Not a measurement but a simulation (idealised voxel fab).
Documented hereafter: the process module known as voxel wiring stack.
Xsec cut, 200 nm wide, square cell size 5 nm.
Each cross-section below is a grid of square cells, stated as bands in top-down order, with one or more rows of cells making up each band.
Band: top and bottom heights (nm) first, top before bottom; then materials from left to right, widths in nm. "throughout" marks a sole material filling the band edge to edge. "air" denotes empty space.
Beneath 0, the wafer as received is one material, and that level is where height counting begins. The lowest band goes on downward without a bottom; it is written like "0 down".
A width such as "30->40" changes by the same amount from each row of cells to the next, from the band's top row to its bottom row.
You'll sometimes find "everything unchanged" written for a step, and that's the way of saying that nowhere in the cross-section did a cell change during that step.
"Unvented cavities" enumerates empty spaces isolated from the top, with no open way to it, that contain at least 8 cells, giving each as width x height at distance from the left edge, all three in nm.
Heads up: the bit after the settings on a step's line is the simulator's remark on that step.
overlay nm: on a step with a mask, how far right of its planned place the mask lay; negative means left.

### Planned step list for the process
1 op RECEIVE | material Si
2 op CONFORMAL_DEP | material SiO2 | thk nm 15
3 op DIRECTIONAL_DEP | material TiN | thk nm 5
4 op DIRECTIONAL_DEP | material Ru | thk nm 20
5 op MASKED_ETCH | tone cover | mask id METAL_1 | width nm 30 | pitch nm 60 | etch materials Ru | depth nm 20 | overlay nm 0
6 op MASKED_ETCH | tone cover | mask id METAL_1 | width nm 30 | pitch nm 60 | etch materials TiN | depth nm 5 | overlay nm 0
7 op CONFORMAL_DEP | material SiCN | thk nm 5
8 op FILL_DEP | material SiO2 | thk nm 5
9 op CMP | height nm 40
10 op CONFORMAL_DEP | material SiCN | thk nm 5
11 op DIRECTIONAL_DEP | material lowk | thk nm 30
12 op PATTERN | tone open | mask id METAL_2_HOLES | material resist | width nm 15 | pitch nm 60 | thk nm 20 | overlay nm 0
13 op DIRECTIONAL_ETCH | etch materials lowk | depth nm 30
14 op STRIP | etch materials resist
15 op MASKED_ETCH | tone open | mask id METAL_2 | width nm 30 | pitch nm 60 | etch materials lowk | depth nm 20 | overlay nm 0
16 op MASKED_ETCH | tone open | mask id METAL_2 | width nm 30 | pitch nm 60 | etch materials SiCN | depth nm 5 | overlay nm 0
17 op CONFORMAL_DEP | material TiN | thk nm 5
18 op FILL_DEP | material Cu | thk nm 10
19 op CMP | height nm 75
20 op CONFORMAL_DEP | material SiCN | thk nm 5
21 op DIRECTIONAL_DEP | material lowk | thk nm 35
22 op MASKED_ETCH | tone open | mask id METAL_3 | width nm 30 | pitch nm 60 | etch materials lowk | depth nm 20 | overlay nm 0
23 op MASKED_ETCH | tone open | mask id METAL_3_HOLES | width nm 15 | etch materials lowk | depth nm 15 | overlay nm 0
24 op MASKED_ETCH | tone open | mask id METAL_3_HOLES | width nm 15 | etch materials SiCN | depth nm 5 | overlay nm 0
25 op CONFORMAL_DEP | material TiN | thk nm 5
26 op FILL_DEP | material Ru | thk nm 10
27 op CMP | height nm 105
28 op CONFORMAL_DEP | material SiCN | thk nm 5
Be aware that, although all wafers share a common starting state, the height nm at step 27 differs among them, and the plan displays the first wafer's value.

### As received, i.e. after step 1: cross-section through the first of several wafers
	0 down  Si throughout
	Unvented cavities: none

### The figure below presents a cross-section of the first of several wafers at the conclusion of the module, following its last step, step 28
	110 to 105  SiCN throughout
	105 to 100  55 lowk, then 5 TiN, then 20 Ru, then 5 TiN, then 30 lowk, then 5 TiN, then 20 Ru, then 5 TiN, then 55 lowk
	100 to 95  55 lowk, then 5 TiN, then 5 Ru, then 20 TiN, then 30 lowk, then 30 TiN, then 55 lowk
	95 to 80  55 lowk, then 5 TiN, then 5 Ru, then 5 TiN, then 130 lowk
	80 to 75  55 SiCN, then 15 TiN, then 130 SiCN
	75 to 60  55 lowk, then 5 TiN, then 20 Cu, then 5 TiN, then 30 lowk, then 5 TiN, then 20 Cu, then 5 TiN, then 55 lowk
	60 to 55  55 lowk, then 5 TiN, then 5 Cu, then 20 TiN, then 30 lowk, then 5 TiN, then 5 Cu, then 20 TiN, then 55 lowk
	55 to 45  55 lowk, then 5 TiN, then 5 Cu, then 5 TiN, then 45 lowk, then 5 TiN, then 5 Cu, then 5 TiN, then 70 lowk
	45 to 40  55 SiCN, then 15 TiN, then 45 SiCN, then 15 TiN, then 70 SiCN
	40 to 20  50 SiO2, then 5 SiCN, then 30 Ru, then 5 SiCN, then 20 SiO2, then 5 SiCN, then 30 Ru, then 5 SiCN, then 50 SiO2
	20 to 15  55 SiCN, then 30 TiN, then 30 SiCN, then 30 TiN, then 55 SiCN
	15 to 0  SiO2 throughout
	0 down  Si throughout
	Unvented cavities: none

### Cross-section, module end, final of several wafers
	135 to 130  SiCN throughout
	130 to 120  Ru throughout
	120 to 115  60 TiN, then 20 Ru, then 40 TiN, then 20 Ru, then 60 TiN
	115 to 100  55 lowk, then 5 TiN, then 20 Ru, then 5 TiN, then 30 lowk, then 5 TiN, then 20 Ru, then 5 TiN, then 55 lowk
	100 to 95  55 lowk, then 5 TiN, then 5 Ru, then 20 TiN, then 30 lowk, then 30 TiN, then 55 lowk
	95 to 80  55 lowk, then 5 TiN, then 5 Ru, then 5 TiN, then 130 lowk
	80 to 75  55 SiCN, then 15 TiN, then 130 SiCN
	75 to 60  55 lowk, then 5 TiN, then 20 Cu, then 5 TiN, then 30 lowk, then 5 TiN, then 20 Cu, then 5 TiN, then 55 lowk
	60 to 55  55 lowk, then 5 TiN, then 5 Cu, then 20 TiN, then 30 lowk, then 5 TiN, then 5 Cu, then 20 TiN, then 55 lowk
	55 to 45  55 lowk, then 5 TiN, then 5 Cu, then 5 TiN, then 45 lowk, then 5 TiN, then 5 Cu, then 5 TiN, then 70 lowk
	45 to 40  55 SiCN, then 15 TiN, then 45 SiCN, then 15 TiN, then 70 SiCN
	40 to 20  50 SiO2, then 5 SiCN, then 30 Ru, then 5 SiCN, then 20 SiO2, then 5 SiCN, then 30 Ru, then 5 SiCN, then 50 SiO2
	20 to 15  55 SiCN, then 30 TiN, then 30 SiCN, then 30 TiN, then 55 SiCN
	15 to 0  SiO2 throughout
	0 down  Si throughout
	Unvented cavities: none

### Below: a row per wafer. Contents at end of module: for every material, cells gained since receipt (+) or lost since receipt (-); then closed voids
height nm 105, +30 Cu, +60 Ru, +155 SiCN, +216 SiO2, +72 TiN, +347 lowk, Unvented cavities: none
height nm 110, +30 Cu, +68 Ru, +155 SiCN, +216 SiO2, +76 TiN, +375 lowk, Unvented cavities: none
height nm 115, +30 Cu, +76 Ru, +155 SiCN, +216 SiO2, +80 TiN, +403 lowk, Unvented cavities: none
height nm 120, +30 Cu, +84 Ru, +155 SiCN, +216 SiO2, +112 TiN, +403 lowk, Unvented cavities: none
height nm 125, +30 Cu, +124 Ru, +155 SiCN, +216 SiO2, +112 TiN, +403 lowk, Unvented cavities: none
height nm 130, +30 Cu, +164 Ru, +155 SiCN, +216 SiO2, +112 TiN, +403 lowk, Unvented cavities: none
